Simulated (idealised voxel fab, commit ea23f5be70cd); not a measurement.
The name of this process module is voxel air gaps.
cross-section cut | 170 nm wide | cells 5 nm
The cross-sections in this document take the form of a grid made of square cells. They are written out as bands, in order from top to bottom. Each band consists of one or more rows of cells. Band entry format. Leading values: height of top, height of bottom, nm. Remainder: materials in left-to-right order, each with its width in nm. Special words: "full width" on a single material, which then fills the band edge to edge; "empty", empty space. Where do heights start? At 0: under that level the wafer as delivered is made of one material only. And the lowest band has no floor; it just carries on downward, as in "0 down". Read "30->40" as a graded width: first number on top, second number at the bottom, same change between each pair of neighbouring rows. "remained the same" for a step: no cell of the cross-section changed in that step. In "Completely enclosed voids" the enclosed voids are listed, meaning empty spaces of 8 cells or larger without any opening to the top. The form is width x height at distance, distance from the left edge, units nm. Text after the settings on a step's line: the simulator's own remark on that step. The "overlay nm" setting may appear on a step's line; for a step that uses a mask, it gives how far to the right of its planned position the mask lay, and a negative value indicates the left. If you're wondering how to read the rest of this, here's the deal. It's pairs of cross-sections: one from before a process step, one from after it. The after one is only drawn as far down as the lowest band that changed. Right under each pair you'll see which step sits between them and what its settings were. Don't read the pairs as one continuous story, though. They can come from different runs of this module on the same starting wafer, and a pair only carries on from the one above it where its entry headed "Incoming structure" says so.

## Incoming structure
* 0 down: Si full width
* Completely enclosed voids: none

## State After Step
* 15 to 0: SiO2 full width
* Everything under 0 stays put, no change at all.
* Completely enclosed voids: none
The transition between the preceding cross-sections is accomplished by CONFORMAL_DEP (material SiO2; thk nm 15)

Incoming structure: see the after view in the pair directly above.

## State After Step
* 20 to 15: SiCN full width
* Everything under 15 stays put, no change at all.
* Completely enclosed voids: none
The transition between the preceding cross-sections is accomplished by CONFORMAL_DEP (material SiCN; thk nm 5)

Incoming structure: see the after view in the pair directly above.

## State After Step
* 60 to 20: SiO2 full width
* Everything under 20 stays put, no change at all.
* Completely enclosed voids: none
The transition between the preceding cross-sections is accomplished by DIRECTIONAL_DEP (material SiO2; thk nm 40)

Incoming structure: see the after view in the pair directly above.

## State After Step
* 75 to 60: resist 20  empty 25  resist 25  empty 25  resist 25  empty 25  resist 25
* Everything under 60 stays put, no change at all.
* Completely enclosed voids: none
The transition between the preceding cross-sections is accomplished by PATTERN (tone open; mask id LINES; material resist; width nm 25; pitch nm 50; thk nm 15; overlay nm 0)

Incoming structure: see the after view in the pair directly above.

## State After Step
* 75 to 60: resist 20  empty 25  resist 25  empty 25  resist 25  empty 25  resist 25
* 60 to 20: SiO2 20  empty 25  SiO2 25  empty 25  SiO2 25  empty 25  SiO2 25
* Everything under 20 stays put, no change at all.
* Completely enclosed voids: none
The transition between the preceding cross-sections is accomplished by DIRECTIONAL_ETCH (etch materials SiO2; depth nm 40)

Incoming structure: see the after view in the pair directly above.

## State After Step
* 60 to 20: SiO2 20  empty 25  SiO2 25  empty 25  SiO2 25  empty 25  SiO2 25
* Everything under 20 stays put, no change at all.
* Completely enclosed voids: none
The transition between the preceding cross-sections is accomplished by STRIP (etch materials resist)

Incoming structure: see the after view in the pair directly above.

## State After Step
* 65 to 60: TiN 25  empty 15  TiN 35  empty 15  TiN 35  empty 15  TiN 30
* 60 to 25: SiO2 20  TiN 5  empty 15  TiN 5  SiO2 25  TiN 5  empty 15  TiN 5  SiO2 25  TiN 5  empty 15  TiN 5  SiO2 25
* 25 to 20: SiO2 20  TiN 25  SiO2 25  TiN 25  SiO2 25  TiN 25  SiO2 25
* Everything under 20 stays put, no change at all.
* Completely enclosed voids: none
The transition between the preceding cross-sections is accomplished by CONFORMAL_DEP (material TiN; thk nm 5)

Incoming structure: see the after view in the pair directly above.

## State After Step
* 70 to 65: Cu full width
* 65 to 60: TiN 25  Cu 15  TiN 35  Cu 15  TiN 35  Cu 15  TiN 30
* 60 to 25: SiO2 20  TiN 5  Cu 15  TiN 5  SiO2 25  TiN 5  Cu 15  TiN 5  SiO2 25  TiN 5  Cu 15  TiN 5  SiO2 25
* Everything under 25 stays put, no change at all.
* Completely enclosed voids: none
The transition between the preceding cross-sections is accomplished by FILL_DEP (material Cu; thk nm 5)

Incoming structure: see the after view in the pair directly above.

## State After Step
* 60 to 25: SiO2 20  TiN 5  Cu 15  TiN 5  SiO2 25  TiN 5  Cu 15  TiN 5  SiO2 25  TiN 5  Cu 15  TiN 5  SiO2 25
* Everything under 25 stays put, no change at all.
* Completely enclosed voids: none
The transition between the preceding cross-sections is accomplished by CMP (height nm 60)

Incoming structure: see the after view in the pair directly above.

## State After Step
* 70 to 60: empty 10  Ru 45  empty 5  Ru 45  empty 5  Ru 45  empty 15
* Everything under 60 stays put, no change at all.
* Completely enclosed voids: none
The transition between the preceding cross-sections is accomplished by EPI (material Ru; thk nm 10)

Incoming structure: see the after view in the pair directly above.

## State After Step
* 70 to 60: empty 10  Ru 45  empty 5  Ru 45  empty 5  Ru 45  empty 15
* 60 to 25: empty 20  TiN 5  Cu 15  TiN 5  empty 25  TiN 5  Cu 15  TiN 5  empty 25  TiN 5  Cu 15  TiN 5  empty 25
* 25 to 20: empty 20  TiN 25  empty 25  TiN 25  empty 25  TiN 25  empty 25
* Everything under 20 stays put, no change at all.
* Completely enclosed voids: none
The transition between the preceding cross-sections is accomplished by SELECTIVE_ETCH (etch materials SiO2; depth nm 50)

Incoming structure: see the after view in the pair directly above.

## State After Step
* 75 to 70: empty 5  SiCN 155  empty 10
* 70 to 60: empty 5  SiCN 5  Ru 45  SiCN 5  Ru 45  SiCN 5  Ru 45  SiCN 5  empty 10
* 60 to 55: empty 5  SiCN 15  TiN 5  Cu 15  TiN 5  SiCN 25  TiN 5  Cu 15  TiN 5  SiCN 25  TiN 5  Cu 15  TiN 5  SiCN 15  empty 10
* 55 to 25: empty 15  SiCN 5  TiN 5  Cu 15  TiN 5  SiCN 5  empty 15  SiCN 5  TiN 5  Cu 15  TiN 5  SiCN 5  empty 15  SiCN 5  TiN 5  Cu 15  TiN 5  SiCN 5  empty 20
* 25 to 20: SiCN 20  TiN 25  SiCN 25  TiN 25  SiCN 25  TiN 25  SiCN 25
* Everything under 20 stays put, no change at all.
* Completely enclosed voids: 15 x 30 at 50; 15 x 30 at 100
The transition between the preceding cross-sections is accomplished by CONFORMAL_DEP (material SiCN; thk nm 5)

## Incoming structure
* 15 to 0: SiO2 full width
* 0 down: Si full width
* Completely enclosed voids: none

## State After Step
* 30 to 0: SiO2 full width
* Everything under 0 stays put, no change at all.
* Completely enclosed voids: none
The transition between the preceding cross-sections is accomplished by CONFORMAL_DEP (material SiO2; thk nm 15)

Incoming structure: see the after view in the pair directly above.

## State After Step
* 35 to 30: SiCN full width
* Everything under 30 stays put, no change at all.
* Completely enclosed voids: none
The transition between the preceding cross-sections is accomplished by CONFORMAL_DEP (material SiCN; thk nm 5)

Incoming structure: see the after view in the pair directly above.

## State After Step
* 75 to 35: SiO2 full width
* Everything under 35 stays put, no change at all.
* Completely enclosed voids: none
The transition between the preceding cross-sections is accomplished by DIRECTIONAL_DEP (material SiO2; thk nm 40)

Incoming structure: see the after view in the pair directly above.

## State After Step
* 90 to 75: resist 20  empty 25  resist 25  empty 25  resist 25  empty 25  resist 25
* Everything under 75 stays put, no change at all.
* Completely enclosed voids: none
The transition between the preceding cross-sections is accomplished by PATTERN (tone open; mask id LINES; material resist; width nm 25; pitch nm 50; thk nm 15; overlay nm 0)

Incoming structure: see the after view in the pair directly above.

## State After Step
* 90 to 75: resist 20  empty 25  resist 25  empty 25  resist 25  empty 25  resist 25
* 75 to 35: SiO2 20  empty 25  SiO2 25  empty 25  SiO2 25  empty 25  SiO2 25
* Everything under 35 stays put, no change at all.
* Completely enclosed voids: none
The transition between the preceding cross-sections is accomplished by DIRECTIONAL_ETCH (etch materials SiO2; depth nm 40)

Incoming structure: see the after view in the pair directly above.

## State After Step
* 75 to 35: SiO2 20  empty 25  SiO2 25  empty 25  SiO2 25  empty 25  SiO2 25
* Everything under 35 stays put, no change at all.
* Completely enclosed voids: none
The transition between the preceding cross-sections is accomplished by STRIP (etch materials resist)

Incoming structure: see the after view in the pair directly above.

## State After Step
* 80 to 75: TiN 25  empty 15  TiN 35  empty 15  TiN 35  empty 15  TiN 30
* 75 to 40: SiO2 20  TiN 5  empty 15  TiN 5  SiO2 25  TiN 5  empty 15  TiN 5  SiO2 25  TiN 5  empty 15  TiN 5  SiO2 25
* 40 to 35: SiO2 20  TiN 25  SiO2 25  TiN 25  SiO2 25  TiN 25  SiO2 25
* Everything under 35 stays put, no change at all.
* Completely enclosed voids: none
The transition between the preceding cross-sections is accomplished by CONFORMAL_DEP (material TiN; thk nm 5)

Incoming structure: see the after view in the pair directly above.

## State After Step
* 85 to 80: Cu full width
* 80 to 75: TiN 25  Cu 15  TiN 35  Cu 15  TiN 35  Cu 15  TiN 30
* 75 to 40: SiO2 20  TiN 5  Cu 15  TiN 5  SiO2 25  TiN 5  Cu 15  TiN 5  SiO2 25  TiN 5  Cu 15  TiN 5  SiO2 25
* Everything under 40 stays put, no change at all.
* Completely enclosed voids: none
The transition between the preceding cross-sections is accomplished by FILL_DEP (material Cu; thk nm 5)

Incoming structure: see the after view in the pair directly above.

## State After Step
* 60 to 40: SiO2 20  TiN 5  Cu 15  TiN 5  SiO2 25  TiN 5  Cu 15  TiN 5  SiO2 25  TiN 5  Cu 15  TiN 5  SiO2 25
* Everything under 40 stays put, no change at all.
* Completely enclosed voids: none
The transition between the preceding cross-sections is accomplished by CMP (height nm 60)

Incoming structure: see the after view in the pair directly above.

## State After Step
* 70 to 60: empty 10  Ru 45  empty 5  Ru 45  empty 5  Ru 45  empty 15
* Everything under 60 stays put, no change at all.
* Completely enclosed voids: none
The transition between the preceding cross-sections is accomplished by EPI (material Ru; thk nm 10)

Incoming structure: see the after view in the pair directly above.

## State After Step
* 70 to 60: empty 10  Ru 45  empty 5  Ru 45  empty 5  Ru 45  empty 15
* 60 to 40: empty 20  TiN 5  Cu 15  TiN 5  empty 25  TiN 5  Cu 15  TiN 5  empty 25  TiN 5  Cu 15  TiN 5  empty 25
* 40 to 35: empty 20  TiN 25  empty 25  TiN 25  empty 25  TiN 25  empty 25
* Everything under 35 stays put, no change at all.
* Completely enclosed voids: none
The transition between the preceding cross-sections is accomplished by SELECTIVE_ETCH (etch materials SiO2; depth nm 50)

Incoming structure: see the after view in the pair directly above.

## State After Step
* 75 to 70: empty 5  SiCN 155  empty 10
* 70 to 60: empty 5  SiCN 5  Ru 45  SiCN 5  Ru 45  SiCN 5  Ru 45  SiCN 5  empty 10
* 60 to 55: empty 5  SiCN 15  TiN 5  Cu 15  TiN 5  SiCN 25  TiN 5  Cu 15  TiN 5  SiCN 25  TiN 5  Cu 15  TiN 5  SiCN 15  empty 10
* 55 to 40: empty 15  SiCN 5  TiN 5  Cu 15  TiN 5  SiCN 5  empty 15  SiCN 5  TiN 5  Cu 15  TiN 5  SiCN 5  empty 15  SiCN 5  TiN 5  Cu 15  TiN 5  SiCN 5  empty 20
* 40 to 35: SiCN 20  TiN 25  SiCN 25  TiN 25  SiCN 25  TiN 25  SiCN 25
* Everything under 35 stays put, no change at all.
* Completely enclosed voids: 15 x 15 at 50; 15 x 15 at 100
The transition between the preceding cross-sections is accomplished by CONFORMAL_DEP (material SiCN; thk nm 5)

## Incoming structure
* 15 to 0: SiO2 full width
* 0 down: Si full width
* Completely enclosed voids: none

## State After Step
* 55 to 0: SiO2 full width
* Everything under 0 stays put, no change at all.
* Completely enclosed voids: none
The transition between the preceding cross-sections is accomplished by DIRECTIONAL_DEP (material SiO2; thk nm 40)

Incoming structure: see the after view in the pair directly above.

## State After Step
* 60 to 55: SiCN full width
* Everything under 55 stays put, no change at all.
* Completely enclosed voids: none
The transition between the preceding cross-sections is accomplished by CONFORMAL_DEP (material SiCN; thk nm 5)

Incoming structure: see the after view in the pair directly above.

## State After Step
* 75 to 60: resist 20  empty 25  resist 25  empty 25  resist 25  empty 25  resist 25
* Everything under 60 stays put, no change at all.
* Completely enclosed voids: none
The transition between the preceding cross-sections is accomplished by PATTERN (tone open; mask id LINES; material resist; width nm 25; pitch nm 50; thk nm 15; overlay nm 0)

Incoming structure: see the after view in the pair directly above.

## State After Step
* 60 to 55: SiCN full width
* Everything under 55 stays put, no change at all.
* Completely enclosed voids: none
The transition between the preceding cross-sections is accomplished by STRIP (etch materials resist)

Incoming structure: see the after view in the pair directly above.

## State After Step
* 65 to 60: TiN full width
* Everything under 60 stays put, no change at all.
* Completely enclosed voids: none
The transition between the preceding cross-sections is accomplished by CONFORMAL_DEP (material TiN; thk nm 5)

Incoming structure: see the after view in the pair directly above.

## State After Step
* 70 to 65: Cu full width
* Everything under 65 stays put, no change at all.
* Completely enclosed voids: none
The transition between the preceding cross-sections is accomplished by FILL_DEP (material Cu; thk nm 5)

Incoming structure: see the after view in the pair directly above.

## State After Step
* 60 to 55: SiCN full width
* Everything under 55 stays put, no change at all.
* Completely enclosed voids: none
The transition between the preceding cross-sections is accomplished by CMP (height nm 60)

Incoming structure: see the after view in the pair directly above.

## State After Step
* 65 to 55: SiCN full width
* Everything under 55 stays put, no change at all.
* Completely enclosed voids: none
The transition between the preceding cross-sections is accomplished by CONFORMAL_DEP (material SiCN; thk nm 5)

## Incoming structure
* 70 to 60: empty 10  Ru 45  empty 5  Ru 45  empty 5  Ru 45  empty 15
* 60 to 25: empty 20  TiN 5  Cu 15  TiN 5  empty 25  TiN 5  Cu 15  TiN 5  empty 25  TiN 5  Cu 15  TiN 5  empty 25
* 25 to 20: empty 20  TiN 25  empty 25  TiN 25  empty 25  TiN 25  empty 25
* 20 to 15: SiCN full width
* 15 to 0: SiO2 full width
* 0 down: Si full width
* Completely enclosed voids: none

## State After Step
* 85 to 70: SiCN full width
* 70 to 60: SiCN 10  Ru 45  SiCN 5  Ru 45  SiCN 5  Ru 45  SiCN 15
* 60 to 55: SiCN 20  TiN 5  Cu 15  TiN 5  SiCN 25  TiN 5  Cu 15  TiN 5  SiCN 25  TiN 5  Cu 15  TiN 5  SiCN 25
* 55 to 50: SiCN 20  TiN 5  Cu 15  TiN 5  SiCN 5  empty 15  SiCN 5  TiN 5  Cu 15  TiN 5  SiCN 5  empty 15  SiCN 5  TiN 5  Cu 15  TiN 5  SiCN 25
* 50 to 45: empty 10  SiCN 10  TiN 5  Cu 15  TiN 5  SiCN 5  empty 15  SiCN 5  TiN 5  Cu 15  TiN 5  SiCN 5  empty 15  SiCN 5  TiN 5  Cu 15  TiN 5  SiCN 25
* 45 to 35: empty 10  SiCN 10  TiN 5  Cu 15  TiN 5  SiCN 5  empty 15  SiCN 5  TiN 5  Cu 15  TiN 5  SiCN 5  empty 15  SiCN 5  TiN 5  Cu 15  TiN 5  SiCN 15  empty 10
* 35 to 30: empty 10  SiCN 10  TiN 5  Cu 15  TiN 5  SiCN 5  empty 15  SiCN 5  TiN 5  Cu 15  TiN 5  SiCN 5  empty 15  SiCN 5  TiN 5  Cu 15  TiN 5  SiCN 25
* 30 to 25: SiCN 20  TiN 5  Cu 15  TiN 5  SiCN 5  empty 15  SiCN 5  TiN 5  Cu 15  TiN 5  SiCN 5  empty 15  SiCN 5  TiN 5  Cu 15  TiN 5  SiCN 25
* 25 to 20: SiCN 20  TiN 25  SiCN 25  TiN 25  SiCN 25  TiN 25  SiCN 25
* Everything under 20 stays put, no change at all.
* Completely enclosed voids: 10 x 20 at 0; 15 x 30 at 50; 15 x 30 at 100
The transition between the preceding cross-sections is accomplished by CONFORMAL_DEP (material SiCN; thk nm 15)

## Incoming structure
* 60 to 20: SiO2 full width
* 20 to 15: SiCN full width
* 15 to 0: SiO2 full width
* 0 down: Si full width
* Completely enclosed voids: none

## State After Step
* 75 to 60: resist 15  empty 35  resist 15  empty 35  resist 15  empty 35  resist 20
* Everything under 60 stays put, no change at all.
* Completely enclosed voids: none
The transition between the preceding cross-sections is accomplished by PATTERN (tone open; mask id LINES; material resist; width nm 35; pitch nm 50; thk nm 15; overlay nm 0)

Incoming structure: see the after view in the pair directly above.

## State After Step
* 75 to 60: resist 15  empty 35  resist 15  empty 35  resist 15  empty 35  resist 20
* 60 to 20: SiO2 15  empty 35  SiO2 15  empty 35  SiO2 15  empty 35  SiO2 20
* Everything under 20 stays put, no change at all.
* Completely enclosed voids: none
The transition between the preceding cross-sections is accomplished by DIRECTIONAL_ETCH (etch materials SiO2; depth nm 40)

Incoming structure: see the after view in the pair directly above.

## State After Step
* 60 to 20: SiO2 15  empty 35  SiO2 15  empty 35  SiO2 15  empty 35  SiO2 20
* Everything under 20 stays put, no change at all.
* Completely enclosed voids: none
The transition between the preceding cross-sections is accomplished by STRIP (etch materials resist)

Incoming structure: see the after view in the pair directly above.

## State After Step
* 65 to 60: TiN 20  empty 25  TiN 25  empty 25  TiN 25  empty 25  TiN 25
* 60 to 25: SiO2 15  TiN 5  empty 25  TiN 5  SiO2 15  TiN 5  empty 25  TiN 5  SiO2 15  TiN 5  empty 25  TiN 5  SiO2 20
* 25 to 20: SiO2 15  TiN 35  SiO2 15  TiN 35  SiO2 15  TiN 35  SiO2 20
* Everything under 20 stays put, no change at all.
* Completely enclosed voids: none
The transition between the preceding cross-sections is accomplished by CONFORMAL_DEP (material TiN; thk nm 5)

Incoming structure: see the after view in the pair directly above.

## State After Step
* 70 to 65: Cu full width
* 65 to 60: TiN 20  Cu 25  TiN 25  Cu 25  TiN 25  Cu 25  TiN 25
* 60 to 25: SiO2 15  TiN 5  Cu 25  TiN 5  SiO2 15  TiN 5  Cu 25  TiN 5  SiO2 15  TiN 5  Cu 25  TiN 5  SiO2 20
* Everything under 25 stays put, no change at all.
* Completely enclosed voids: none
The transition between the preceding cross-sections is accomplished by FILL_DEP (material Cu; thk nm 5)

Incoming structure: see the after view in the pair directly above.

## State After Step
* 60 to 25: SiO2 15  TiN 5  Cu 25  TiN 5  SiO2 15  TiN 5  Cu 25  TiN 5  SiO2 15  TiN 5  Cu 25  TiN 5  SiO2 20
* Everything under 25 stays put, no change at all.
* Completely enclosed voids: none
The transition between the preceding cross-sections is accomplished by CMP (height nm 60)

Incoming structure: see the after view in the pair directly above.

## State After Step
* 70 to 60: empty 5  Ru 155  empty 10
* Everything under 60 stays put, no change at all.
* Completely enclosed voids: none
The transition between the preceding cross-sections is accomplished by EPI (material Ru; thk nm 10)

Incoming structure: see the after view in the pair directly above.

## State After Step
* 70 to 60: empty 5  Ru 155  empty 10
* 60 to 25: empty 15  TiN 5  Cu 25  TiN 5  SiO2 15  TiN 5  Cu 25  TiN 5  SiO2 15  TiN 5  Cu 25  TiN 5  empty 20
* 25 to 20: empty 15  TiN 35  SiO2 15  TiN 35  SiO2 15  TiN 35  empty 20
* Everything under 20 stays put, no change at all.
* Completely enclosed voids: none
The transition between the preceding cross-sections is accomplished by SELECTIVE_ETCH (etch materials SiO2; depth nm 50)

Incoming structure: see the after view in the pair directly above.

## State After Step
* 75 to 70: SiCN 165  empty 5
* 70 to 60: SiCN 5  Ru 155  SiCN 5  empty 5
* 60 to 55: SiCN 15  TiN 5  Cu 25  TiN 5  SiO2 15  TiN 5  Cu 25  TiN 5  SiO2 15  TiN 5  Cu 25  TiN 5  SiCN 15  empty 5
* 55 to 25: empty 10  SiCN 5  TiN 5  Cu 25  TiN 5  SiO2 15  TiN 5  Cu 25  TiN 5  SiO2 15  TiN 5  Cu 25  TiN 5  SiCN 5  empty 15
* 25 to 20: SiCN 15  TiN 35  SiO2 15  TiN 35  SiO2 15  TiN 35  SiCN 20
* Everything under 20 stays put, no change at all.
* Completely enclosed voids: 10 x 30 at 0
The transition between the preceding cross-sections is accomplished by CONFORMAL_DEP (material SiCN; thk nm 5)

## Incoming structure
* 60 to 20: SiO2 full width
* 20 to 15: SiCN full width
* 15 to 0: SiO2 full width
* 0 down: Si full width
* Completely enclosed voids: none

## State After Step
* 75 to 60: resist 25  empty 25  resist 25  empty 25  resist 25  empty 25  resist 20
* Everything under 60 stays put, no change at all.
* Completely enclosed voids: none
The transition between the preceding cross-sections is accomplished by PATTERN (tone open; mask id LINES; material resist; width nm 25; pitch nm 50; thk nm 15; overlay nm 5)

Incoming structure: see the after view in the pair directly above.

## State After Step
* 75 to 60: resist 25  empty 25  resist 25  empty 25  resist 25  empty 25  resist 20
* 60 to 20: SiO2 25  empty 25  SiO2 25  empty 25  SiO2 25  empty 25  SiO2 20
* Everything under 20 stays put, no change at all.
* Completely enclosed voids: none
The transition between the preceding cross-sections is accomplished by DIRECTIONAL_ETCH (etch materials SiO2; depth nm 40)

Incoming structure: see the after view in the pair directly above.

## State After Step
* 60 to 20: SiO2 25  empty 25  SiO2 25  empty 25  SiO2 25  empty 25  SiO2 20
* Everything under 20 stays put, no change at all.
* Completely enclosed voids: none
The transition between the preceding cross-sections is accomplished by STRIP (etch materials resist)

Incoming structure: see the after view in the pair directly above.

## State After Step
* 65 to 60: TiN 30  empty 15  TiN 35  empty 15  TiN 35  empty 15  TiN 25
* 60 to 25: SiO2 25  TiN 5  empty 15  TiN 5  SiO2 25  TiN 5  empty 15  TiN 5  SiO2 25  TiN 5  empty 15  TiN 5  SiO2 20
* 25 to 20: SiO2 25  TiN 25  SiO2 25  TiN 25  SiO2 25  TiN 25  SiO2 20
* Everything under 20 stays put, no change at all.
* Completely enclosed voids: none
The transition between the preceding cross-sections is accomplished by CONFORMAL_DEP (material TiN; thk nm 5)

Incoming structure: see the after view in the pair directly above.

## State After Step
* 70 to 65: Cu full width
* 65 to 60: TiN 30  Cu 15  TiN 35  Cu 15  TiN 35  Cu 15  TiN 25
* 60 to 25: SiO2 25  TiN 5  Cu 15  TiN 5  SiO2 25  TiN 5  Cu 15  TiN 5  SiO2 25  TiN 5  Cu 15  TiN 5  SiO2 20
* Everything under 25 stays put, no change at all.
* Completely enclosed voids: none
The transition between the preceding cross-sections is accomplished by FILL_DEP (material Cu; thk nm 5)

Incoming structure: see the after view in the pair directly above.

## State After Step
* 60 to 25: SiO2 25  TiN 5  Cu 15  TiN 5  SiO2 25  TiN 5  Cu 15  TiN 5  SiO2 25  TiN 5  Cu 15  TiN 5  SiO2 20
* Everything under 25 stays put, no change at all.
* Completely enclosed voids: none
The transition between the preceding cross-sections is accomplished by CMP (height nm 60)

Incoming structure: see the after view in the pair directly above.

## State After Step
* 70 to 60: empty 15  Ru 45  empty 5  Ru 45  empty 5  Ru 45  empty 10
* Everything under 60 stays put, no change at all.
* Completely enclosed voids: none
The transition between the preceding cross-sections is accomplished by EPI (material Ru; thk nm 10)

Incoming structure: see the after view in the pair directly above.

## State After Step
* 70 to 60: empty 15  Ru 45  empty 5  Ru 45  empty 5  Ru 45  empty 10
* 60 to 25: empty 25  TiN 5  Cu 15  TiN 5  empty 25  TiN 5  Cu 15  TiN 5  empty 25  TiN 5  Cu 15  TiN 5  empty 20
* 25 to 20: empty 25  TiN 25  empty 25  TiN 25  empty 25  TiN 25  empty 20
* Everything under 20 stays put, no change at all.
* Completely enclosed voids: none
The transition between the preceding cross-sections is accomplished by SELECTIVE_ETCH (etch materials SiO2; depth nm 50)

Incoming structure: see the after view in the pair directly above.

## State After Step
* 75 to 70: empty 10  SiCN 155  empty 5
* 70 to 60: empty 10  SiCN 5  Ru 45  SiCN 5  Ru 45  SiCN 5  Ru 45  SiCN 5  empty 5
* 60 to 55: empty 10  SiCN 15  TiN 5  Cu 15  TiN 5  SiCN 25  TiN 5  Cu 15  TiN 5  SiCN 25  TiN 5  Cu 15  TiN 5  SiCN 15  empty 5
* 55 to 25: empty 20  SiCN 5  TiN 5  Cu 15  TiN 5  SiCN 5  empty 15  SiCN 5  TiN 5  Cu 15  TiN 5  SiCN 5  empty 15  SiCN 5  TiN 5  Cu 15  TiN 5  SiCN 5  empty 15
* 25 to 20: SiCN 25  TiN 25  SiCN 25  TiN 25  SiCN 25  TiN 25  SiCN 20
* Everything under 20 stays put, no change at all.
* Completely enclosed voids: 15 x 30 at 55; 15 x 30 at 105
The transition between the preceding cross-sections is accomplished by CONFORMAL_DEP (material SiCN; thk nm 5)

## Incoming structure
* 20 to 15: SiCN full width
* 15 to 0: SiO2 full width
* 0 down: Si full width
* Completely enclosed voids: none

## State After Step
* 60 to 20: Cu full width
* Everything under 20 stays put, no change at all.
* Completely enclosed voids: none
The transition between the preceding cross-sections is accomplished by DIRECTIONAL_DEP (material Cu; thk nm 40)

Incoming structure: see the after view in the pair directly above.

## State After Step
* 75 to 60: resist 20  empty 25  resist 25  empty 25  resist 25  empty 25  resist 25
* Everything under 60 stays put, no change at all.
* Completely enclosed voids: none
The transition between the preceding cross-sections is accomplished by PATTERN (tone open; mask id LINES; material resist; width nm 25; pitch nm 50; thk nm 15; overlay nm 0)

Incoming structure: see the after view in the pair directly above.

## State After Step
* 60 to 20: Cu full width
* Everything under 20 stays put, no change at all.
* Completely enclosed voids: none
The transition between the preceding cross-sections is accomplished by STRIP (etch materials resist)

Incoming structure: see the after view in the pair directly above.

## State After Step
* 65 to 60: TiN full width
* Everything under 60 stays put, no change at all.
* Completely enclosed voids: none
The transition between the preceding cross-sections is accomplished by CONFORMAL_DEP (material TiN; thk nm 5)

Incoming structure: see the after view in the pair directly above.

## State After Step
* 70 to 65: Cu full width
* Everything under 65 stays put, no change at all.
* Completely enclosed voids: none
The transition between the preceding cross-sections is accomplished by FILL_DEP (material Cu; thk nm 5)

Incoming structure: see the after view in the pair directly above.

## State After Step
* 60 to 20: Cu full width
* Everything under 20 stays put, no change at all.
* Completely enclosed voids: none
The transition between the preceding cross-sections is accomplished by CMP (height nm 60)

Incoming structure: see the after view in the pair directly above.

## State After Step
* 70 to 60: Ru full width
* Everything under 60 stays put, no change at all.
* Completely enclosed voids: none
The transition between the preceding cross-sections is accomplished by EPI (material Ru; thk nm 10)

Incoming structure: see the after view in the pair directly above.

## State After Step
* 75 to 70: SiCN full width
* Everything under 70 stays put, no change at all.
* Completely enclosed voids: none
The transition between the preceding cross-sections is accomplished by CONFORMAL_DEP (material SiCN; thk nm 5)

## Incoming structure
* 60 to 20: SiO2 full width
* 20 to 15: SiCN full width
* 15 to 0: SiO2 full width
* 0 down: Si full width
* Completely enclosed voids: none

## State After Step
* 75 to 60: empty 20  resist 25  empty 25  resist 25  empty 25  resist 25  empty 25
* Everything under 60 stays put, no change at all.
* Completely enclosed voids: none
The transition between the preceding cross-sections is accomplished by PATTERN (tone cover; mask id LINES; material resist; width nm 25; pitch nm 50; thk nm 15; overlay nm 0)

Incoming structure: see the after view in the pair directly above.

## State After Step
* 75 to 60: empty 20  resist 25  empty 25  resist 25  empty 25  resist 25  empty 25
* 60 to 20: empty 20  SiO2 25  empty 25  SiO2 25  empty 25  SiO2 25  empty 25
* Everything under 20 stays put, no change at all.
* Completely enclosed voids: none
The transition between the preceding cross-sections is accomplished by DIRECTIONAL_ETCH (etch materials SiO2; depth nm 40)

Incoming structure: see the after view in the pair directly above.

## State After Step
* 60 to 20: empty 20  SiO2 25  empty 25  SiO2 25  empty 25  SiO2 25  empty 25
* Everything under 20 stays put, no change at all.
* Completely enclosed voids: none
The transition between the preceding cross-sections is accomplished by STRIP (etch materials resist)

Incoming structure: see the after view in the pair directly above.

## State After Step
* 65 to 60: empty 15  TiN 35  empty 15  TiN 35  empty 15  TiN 35  empty 20
* 60 to 25: empty 15  TiN 5  SiO2 25  TiN 5  empty 15  TiN 5  SiO2 25  TiN 5  empty 15  TiN 5  SiO2 25  TiN 5  empty 20
* 25 to 20: TiN 20  SiO2 25  TiN 25  SiO2 25  TiN 25  SiO2 25  TiN 25
* Everything under 20 stays put, no change at all.
* Completely enclosed voids: none
The transition between the preceding cross-sections is accomplished by CONFORMAL_DEP (material TiN; thk nm 5)

Incoming structure: see the after view in the pair directly above.

## State After Step
* 70 to 65: Cu full width
* 65 to 60: Cu 15  TiN 35  Cu 15  TiN 35  Cu 15  TiN 35  Cu 20
* 60 to 25: Cu 15  TiN 5  SiO2 25  TiN 5  Cu 15  TiN 5  SiO2 25  TiN 5  Cu 15  TiN 5  SiO2 25  TiN 5  Cu 20
* Everything under 25 stays put, no change at all.
* Completely enclosed voids: none
The transition between the preceding cross-sections is accomplished by FILL_DEP (material Cu; thk nm 5)

Incoming structure: see the after view in the pair directly above.

## State After Step
* 60 to 25: Cu 15  TiN 5  SiO2 25  TiN 5  Cu 15  TiN 5  SiO2 25  TiN 5  Cu 15  TiN 5  SiO2 25  TiN 5  Cu 20
* Everything under 25 stays put, no change at all.
* Completely enclosed voids: none
The transition between the preceding cross-sections is accomplished by CMP (height nm 60)

Incoming structure: see the after view in the pair directly above.

## State After Step
* 70 to 60: Ru 30  empty 5  Ru 45  empty 5  Ru 45  empty 5  Ru 35
* Everything under 60 stays put, no change at all.
* Completely enclosed voids: none
The transition between the preceding cross-sections is accomplished by EPI (material Ru; thk nm 10)

Incoming structure: see the after view in the pair directly above.

## State After Step
* 70 to 60: Ru 30  empty 5  Ru 45  empty 5  Ru 45  empty 5  Ru 35
* 60 to 25: Cu 15  TiN 5  empty 25  TiN 5  Cu 15  TiN 5  empty 25  TiN 5  Cu 15  TiN 5  empty 25  TiN 5  Cu 20
* 25 to 20: TiN 20  empty 25  TiN 25  empty 25  TiN 25  empty 25  TiN 25
* Everything under 20 stays put, no change at all.
* Completely enclosed voids: none
The transition between the preceding cross-sections is accomplished by SELECTIVE_ETCH (etch materials SiO2; depth nm 50)
